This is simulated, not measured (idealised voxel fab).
Process module under the name voxel gate over fins
235 nm wide, 5 nm square cells: that's cross-section cut.
When this document writes out a cross-section, it uses a grid of square cells and lists it as bands, beginning at the top and moving down, with a band standing for one or more rows of cells.
What a band's entry tells you: where the top is and where the bottom is, as heights in nm, and after that what lies inside, material by material from left to right, each with its width in nm. Empty space is written as the word "blank", and a single material marked with the word "edge to edge" occupies the band from edge to edge.
Measure heights from 0. That's the level where, below it, the as-received wafer is all one material. The lowest band is bottomless and extends downward; write it as in "0..down".
The width entry "30..40" should be interpreted row by row: the top row of cells in the band takes the first number, the bottom row takes the second number, and the change between adjacent rows is uniform throughout.
When a step is marked "nothing different", none of the cells in the cross-section changed during that step.
Reported under the label "Enclosed cavity list" are the empty spaces having no open way to the top and comprising 8 cells or more; the notation for each is width x height at distance, in which the distance is measured from the left edge and all three values are in nm.
Post-settings text on a step line: simulator's own remark regarding the step.
On any step carrying a mask, the "overlay nm" setting, if present on the step's line, tells how far right of its planned place the mask lay; negative values point to the left.

**Intended process steps**
| 1 | RECEIVE | material Si |
| 2 | CONFORMAL_DEP | material SiN | thk nm 10 |
| 3 | DIRECTIONAL_DEP | material aC | thk nm 15 |
| 4 | PATTERN | tone cover | mask id FINS | material resist | width nm 15 | pitch nm 40 | thk nm 35 | overlay nm 0 |
| 5 | DIRECTIONAL_ETCH | etch materials aC | depth nm 15 |
| 6 | STRIP | etch materials resist |
| 7 | DIRECTIONAL_ETCH | etch materials SiN | depth nm 10 |
| 8 | DIRECTIONAL_ETCH | etch materials Si | depth nm 40 |
| 9 | STRIP | etch materials aC |
| 10 | FILL_DEP | material SiO2 | thk nm 5 |
| 11 | CMP | height nm 10 |
| 12 | SELECTIVE_ETCH | etch materials SiO2 | depth nm 25 |
| 13 | STRIP | etch materials SiN |
| 14 | CONFORMAL_DEP | material HfO2 | thk nm 5 |
| 15 | CONFORMAL_DEP | material TiN | thk nm 5 |
| 16 | CONFORMAL_DEP | material TiAl | thk nm 5 |
| 17 | CONFORMAL_DEP | material TiN | thk nm 5 |
| 18 | FILL_DEP | material W | thk nm 10 |
| 19 | CMP | height nm 25 |
| 20 | CONFORMAL_DEP | material SiN | thk nm 10 |

**First of the two wafers, run per plan**

**Shown in cross-section is the wafer as received, that is, as it stands after step 1**
* 0..down | Si edge to edge
* Enclosed cavity list: none

**after step 2**
* 10..0 | SiN edge to edge
* Lower than 0, everything is as it was.

**after step 3**
* 25..10 | aC edge to edge
* Lower than 10, everything is as it was.

**after step 4**
* 60..25 | blank (90), resist (15), blank (25), resist (15), blank (90)
* Lower than 25, everything is as it was.

**after step 5**
* 45..25 | blank (90), resist (15), blank (25), resist (15), blank (90)
* 25..10 | blank (90), aC (15), blank (25), aC (15), blank (90)
* Lower than 10, everything is as it was.

**after step 6**
* 25..10 | blank (90), aC (15), blank (25), aC (15), blank (90)
* Lower than 10, everything is as it was.

**after step 7**
* 25..10 | blank (90), aC (15), blank (25), aC (15), blank (90)
* 10..0 | blank (90), SiN (15), blank (25), SiN (15), blank (90)
* Lower than 0, everything is as it was.

**after step 8**
* 25..10 | blank (90), aC (15), blank (25), aC (15), blank (90)
* 10..0 | blank (90), SiN (15), blank (25), SiN (15), blank (90)
* 0..-40 | blank (90), Si (15), blank (25), Si (15), blank (90)
* Lower than -40, everything is as it was.

**after step 9**
* 10..0 | blank (90), SiN (15), blank (25), SiN (15), blank (90)
* Lower than 0, everything is as it was.

**after step 10**
* 15..10 | SiO2 edge to edge
* 10..0 | SiO2 (90), SiN (15), SiO2 (25), SiN (15), SiO2 (90)
* 0..-40 | SiO2 (90), Si (15), SiO2 (25), Si (15), SiO2 (90)
* Lower than -40, everything is as it was.

**after step 11**
* 10..0 | SiO2 (90), SiN (15), SiO2 (25), SiN (15), SiO2 (90)
* Lower than 0, everything is as it was.

**after step 12**
* 10..0 | blank (90), SiN (15), blank (25), SiN (15), blank (90)
* 0..-15 | blank (90), Si (15), blank (25), Si (15), blank (90)
* Lower than -15, everything is as it was.

**after step 13**
* 0..-15 | blank (90), Si (15), blank (25), Si (15), blank (90)
* Lower than -15, everything is as it was.

**after step 14**
* 5..0 | blank (85), HfO2 (25), blank (15), HfO2 (25), blank (85)
* 0..-10 | blank (85), HfO2 (5), Si (15), HfO2 (5), blank (15), HfO2 (5), Si (15), HfO2 (5), blank (85)
* -10..-15 | HfO2 (90), Si (15), HfO2 (25), Si (15), HfO2 (90)
* Lower than -15, everything is as it was.

**after step 15**
* 10..5 | blank (80), TiN (35), blank (5), TiN (35), blank (80)
* 5..0 | blank (80), TiN (5), HfO2 (25), TiN (5), blank (5), TiN (5), HfO2 (25), TiN (5), blank (80)
* 0..-5 | blank (80), TiN (5), HfO2 (5), Si (15), HfO2 (5), TiN (5), blank (5), TiN (5), HfO2 (5), Si (15), HfO2 (5), TiN (5), blank (80)
* -5..-10 | TiN (85), HfO2 (5), Si (15), HfO2 (5), TiN (15), HfO2 (5), Si (15), HfO2 (5), TiN (85)
* Lower than -10, everything is as it was.

**after step 16**
* 15..10 | blank (75), TiAl (85), blank (75)
* 10..5 | blank (75), TiAl (5), TiN (35), TiAl (5), TiN (35), TiAl (5), blank (75)
* 5..0 | blank (75), TiAl (5), TiN (5), HfO2 (25), TiN (5), TiAl (5), TiN (5), HfO2 (25), TiN (5), TiAl (5), blank (75)
* 0..-5 | TiAl (80), TiN (5), HfO2 (5), Si (15), HfO2 (5), TiN (5), TiAl (5), TiN (5), HfO2 (5), Si (15), HfO2 (5), TiN (5), TiAl (80)
* Lower than -5, everything is as it was.

**after step 17**
* 20..15 | blank (70), TiN (95), blank (70)
* 15..10 | blank (70), TiN (5), TiAl (85), TiN (5), blank (70)
* 10..5 | blank (70), TiN (5), TiAl (5), TiN (35), TiAl (5), TiN (35), TiAl (5), TiN (5), blank (70)
* 5..0 | TiN (75), TiAl (5), TiN (5), HfO2 (25), TiN (5), TiAl (5), TiN (5), HfO2 (25), TiN (5), TiAl (5), TiN (75)
* Lower than 0, everything is as it was.

**after step 18**
* 30..20 | W edge to edge
* 20..15 | W (70), TiN (95), W (70)
* 15..10 | W (70), TiN (5), TiAl (85), TiN (5), W (70)
* 10..5 | W (70), TiN (5), TiAl (5), TiN (35), TiAl (5), TiN (35), TiAl (5), TiN (5), W (70)
* Lower than 5, everything is as it was.

**after step 19**
* 25..20 | W edge to edge
* Lower than 20, everything is as it was.

**after step 20**
* 35..25 | SiN edge to edge
* Lower than 25, everything is as it was.

**Notes, second wafer: start = first wafer's, plan = first wafer's, execution had one mistake; history identical to first through step 16**

**X-section, second wafer, when step 17 was due to finish**
* 20..15 | blank (70), SiN (95), blank (70)
* 15..10 | blank (70), SiN (5), TiAl (85), SiN (5), blank (70)
* 10..5 | blank (70), SiN (5), TiAl (5), TiN (35), TiAl (5), TiN (35), TiAl (5), SiN (5), blank (70)
* 5..0 | SiN (75), TiAl (5), TiN (5), HfO2 (25), TiN (5), TiAl (5), TiN (5), HfO2 (25), TiN (5), TiAl (5), SiN (75)
* Lower than 0, everything is as it was.

**X-section, second wafer, when step 18 was due to finish**
* 30..20 | W edge to edge
* 20..15 | W (70), SiN (95), W (70)
* 15..10 | W (70), SiN (5), TiAl (85), SiN (5), W (70)
* 10..5 | W (70), SiN (5), TiAl (5), TiN (35), TiAl (5), TiN (35), TiAl (5), SiN (5), W (70)
* Lower than 5, everything is as it was.

**X-section, second wafer, when step 19 was due to finish**
* 25..20 | W edge to edge
* Lower than 20, everything is as it was.

**X-section, second wafer, when step 20 was due to finish**
* 35..25 | SiN edge to edge
* Lower than 25, everything is as it was.
Error vs. plan: step 17: run off-plan, actual operation and settings CONFORMAL_DEP | material SiN | thk nm 5
The second wafer ends with more or fewer cells of some materials than the first, per final count: +53 SiN | -53 TiN
